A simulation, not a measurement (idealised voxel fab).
process module | voxel quadruple lines
cross-section cut | 285 nm wide | cells 5 nm
A cross-section is a grid of square cells, given in bands from the top down. A band is one or more rows of cells.
Each band's line starts with the height of the band's top and of its bottom, in nm. Then come its materials from left to right, each with its width in nm. One material with "throughout" fills the band from edge to edge. "air" is empty space.
Height 0 is the level under which the wafer as received is all one material. The lowest band goes on downwards, as in "0 down".
A width such as "30 to 40" changes by the same amount from each row of cells to the next, from the band's top row to its bottom row.
"no change" after a step means that no cell of the cross-section changed.
closed voids: empty space of 8 cells or more with no open way to the top, each as width x height at its distance from the left edge, in nm
after a step's settings: what the simulator itself notes on the step
overlay nm, on a step with a mask: how far to the right of its planned place the mask lay; to the left if negative
plan
1 op RECEIVE | material Si
2 op CONFORMAL_DEP | material Al2O3 | thk nm 5
3 op DIRECTIONAL_DEP | material W | thk nm 15
4 op DIRECTIONAL_DEP | material polySi | thk nm 20
5 op DIRECTIONAL_DEP | material aC | thk nm 25
6 op PATTERN | tone cover | mask id MANDREL | material resist | width nm 30 | thk nm 30 | overlay nm 0
7 op DIRECTIONAL_ETCH | etch materials aC | depth nm 25
8 op STRIP | etch materials resist
9 op CONFORMAL_DEP | material SiO2 | thk nm 10
10 op DIRECTIONAL_ETCH | etch materials SiO2 | depth nm 10
11 op STRIP | etch materials aC
12 op DIRECTIONAL_ETCH | etch materials polySi | depth nm 20
13 op STRIP | etch materials SiO2
14 op CONFORMAL_DEP | material SiN | thk nm 10
15 op DIRECTIONAL_ETCH | etch materials SiN | depth nm 10
16 op STRIP | etch materials polySi
17 op DIRECTIONAL_ETCH | etch materials W | depth nm 15
18 op STRIP | etch materials SiN
19 op FILL_DEP | material lowk | thk nm 5
20 op CMP | height nm 20
as received, after step 1
  0 down: Si throughout
  closed voids: none
first wafer at the end, as planned
  20 to 5: lowk 105 | W 10 | lowk 10 | W 10 | lowk 10 | W 10 | lowk 10 | W 10 | lowk 110
  5 to 0: Al2O3 throughout
  0 down: Si throughout
  closed voids: none
second wafer at the end: like start, like plan, one mistake
  20 to 5: lowk 115 | W 10 | lowk 10 | W 10 | lowk 10 | W 10 | lowk 120
  5 to 0: Al2O3 throughout
  0 down: Si throughout
  closed voids: none
what went wrong: step 6 ran as: op PATTERN | tone open | mask id MANDREL | material resist | width nm 30 | thk nm 30 | overlay nm 0
at the end the second wafer has, in cells: 6 fewer of W | 6 more of lowk
